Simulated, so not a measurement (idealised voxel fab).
The name of this process module is voxel spacer lines.
The cross-section shown here is cut; it is 210 nm wide and divided into square cells measuring 5 nm on a side.
In this document a cross-section is written as a grid of square cells. It is given as a series of bands, listed from the top down, and a band is one or more rows of cells.
Band entry format. Leading values: height of top, height of bottom, nm. Remainder: materials in left-to-right order, each with its width in nm. Special words: "edge to edge" on a single material, which then fills the band edge to edge; "empty", empty space.
We count height from 0. Below that, the starting wafer is all one material. The lowest band never ends at the bottom but goes on down; see "0 -> down" for how that is written.
The two numbers in a width such as "30->40" mark its ends across the band: the first belongs to the top row of cells, the second to the bottom row, and from each row to the next the width moves by the same amount.
No cell of the cross-section changed in a step that is given as "no change".
The label "Fully sealed cavities" introduces a list of the empty spaces, 8 cells or larger, that have no open way up to the top; each entry in it reads width x height at distance, where the distance is taken from the left edge and all three are stated in nm.
Text after the settings on a step's line: the simulator's own remark on that step.
overlay nm: mask offset rightward from planned place, masked step; negative means leftward offset.
LIST OF PLANNED PROCESS STEPS
1,RECEIVE,material Si
2,CONFORMAL_DEP,material Al2O3,thk nm 5
3,DIRECTIONAL_DEP,material polySi,thk nm 15
4,DIRECTIONAL_DEP,material aC,thk nm 20
5,PATTERN,tone cover,mask id MANDREL,material resist,width nm 15,pitch nm 60,thk nm 25,overlay nm 0
6,DIRECTIONAL_ETCH,etch materials aC,depth nm 20
7,STRIP,etch materials resist
8,CONFORMAL_DEP,material SiO2,thk nm 15
9,DIRECTIONAL_ETCH,etch materials SiO2,depth nm 15
10,STRIP,etch materials aC
11,DIRECTIONAL_ETCH,etch materials polySi,depth nm 15
12,STRIP,etch materials SiO2
13,FILL_DEP,material SiO2,thk nm 10
14,CMP,height nm 20
AS-RECEIVED WAFER CROSS-SECTION (AFTER STEP 1)
- 0 -> down: Si edge to edge
- Fully sealed cavities: none
FIRST OF TWO WAFERS: CROSS-SECTION AT END OF MODULE, RUN PER PLAN
- 20 -> 5: 50 nm SiO2, then 15 nm polySi, then 15 nm SiO2, then 15 nm polySi, then 15 nm SiO2, then 15 nm polySi, then 15 nm SiO2, then 15 nm polySi, then 55 nm SiO2
- 5 -> 0: Al2O3 edge to edge
- 0 -> down: Si edge to edge
- Fully sealed cavities: none
THIS CROSS-SECTION BELONGS TO THE SECOND WAFER OF TWO AT THE END OF THE MODULE; THE START AND THE PLAN WERE SHARED WITH THE FIRST, AND THE RUN INCLUDED ONE MISTAKE
- 20 -> 5: 55 nm SiO2, then 15 nm polySi, then 15 nm SiO2, then 15 nm polySi, then 15 nm SiO2, then 15 nm polySi, then 15 nm SiO2, then 15 nm polySi, then 50 nm SiO2
- 5 -> 0: Al2O3 edge to edge
- 0 -> down: Si edge to edge
- Fully sealed cavities: none
The mistake made against the process plan was this: so step 5 ended up running with a different setting than we planned, it ran as PATTERN,tone cover,mask id MANDREL,material resist,width nm 15,pitch nm 60,thk nm 25,overlay nm 5
Both wafers, final: cells per material equal; arrangement not.
